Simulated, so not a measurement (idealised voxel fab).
Process module heading - voxel self aligned vias
The cross-section shown here is cut; it is 270 nm wide and divided into square cells measuring 5 nm on a side.
Reading order for cross-sections: top band down to bottom band. Underlying form: a grid of square cells. Band size: one or more rows of cells.
Band: top height; bottom height; in nm. Then, left to right: material with width in nm, for each material. "edge to edge": a single material spanning edge to edge. "air": empty space.
Height datum 0, below which the as-received substrate wafer is one material. Lowest band open at the bottom, running downward: "from 0 down".
With a width like "30 to 40", each row of cells in the band differs from the next by the same amount, the top row carrying the first number and the bottom row the second.
Basically "all unchanged" means that step didn't change any cell in the cross-section.
Tabulated closed voids: empty space of 8 cells or more with no open way to the top, each as width x height at its distance from the left edge, in nm
Text after the settings on a step's line: the simulator's own remark on that step.
overlay nm: mask right of planned place by this much (step with mask). Neg. = left.

The planned process steps are enumerated hereunder:
1,RECEIVE (material Si)
2,CONFORMAL_DEP (material SiO2; thk nm 15)
3,CONFORMAL_DEP (material SiCN; thk nm 5)
4,DIRECTIONAL_DEP (material lowk; thk nm 25)
5,MASKED_ETCH (tone open; mask id LINES; width nm 30; pitch nm 70; etch materials lowk; depth nm 25; overlay nm 0)
6,CONFORMAL_DEP (material TiN; thk nm 5)
7,FILL_DEP (material W; thk nm 10)
8,CMP (height nm 45)
9,SELECTIVE_ETCH (etch materials W Ru TiN; depth nm 5)
10,FILL_DEP (material SiN; thk nm 10)
11,CMP (height nm 45)
12,DIRECTIONAL_DEP (material lowk; thk nm 15)
13,DIRECTIONAL_DEP (material aC; thk nm 15)
14,PATTERN (tone open; mask id VIAS; material resist; width nm 50; pitch nm 70; thk nm 30; overlay nm 0)
15,DIRECTIONAL_ETCH (etch materials aC; depth nm 15)
16,STRIP (etch materials resist)
17,DIRECTIONAL_ETCH (etch materials lowk; depth nm 15)
18,DIRECTIONAL_ETCH (etch materials SiN; depth nm 5)
19,STRIP (etch materials aC)
20,CONFORMAL_DEP (material TiN; thk nm 5)
21,FILL_DEP (material W; thk nm 5)
22,CMP (height nm 60)
23,CONFORMAL_DEP (material SiN; thk nm 5)

as received, after step 1:
  from 0 down: Si edge to edge
  Tabulated closed voids: none

Wafer at module end, in section. Began as above, planned as above, run with one mistake:
  from 70 to 65: SiN edge to edge
  from 65 to 60: TiN=45 | W=40 | TiN=30 | W=40 | TiN=30 | W=40 | TiN=45
  from 60 to 50: lowk=40 | TiN=5 | W=40 | TiN=5 | lowk=20 | TiN=5 | W=40 | TiN=5 | lowk=20 | TiN=5 | W=40 | TiN=5 | lowk=40
  from 50 to 45: lowk=40 | TiN=15 | W=20 | TiN=15 | lowk=20 | TiN=15 | W=20 | TiN=15 | lowk=20 | TiN=15 | W=20 | TiN=15 | lowk=40
  from 45 to 40: lowk=50 | TiN=30 | lowk=40 | TiN=30 | lowk=40 | TiN=30 | lowk=50
  from 40 to 25: lowk=50 | TiN=5 | W=20 | TiN=5 | lowk=40 | TiN=5 | W=20 | TiN=5 | lowk=40 | TiN=5 | W=20 | TiN=5 | lowk=50
  from 25 to 20: lowk=50 | TiN=30 | lowk=40 | TiN=30 | lowk=40 | TiN=30 | lowk=50
  from 20 to 15: SiCN edge to edge
  from 15 to 0: SiO2 edge to edge
  from 0 down: Si edge to edge
  Tabulated closed voids: none
In executing the process, a mistake was made relative to the plan: for step 22, the planned setting was not used; the step was instead run as CMP (height nm 65)
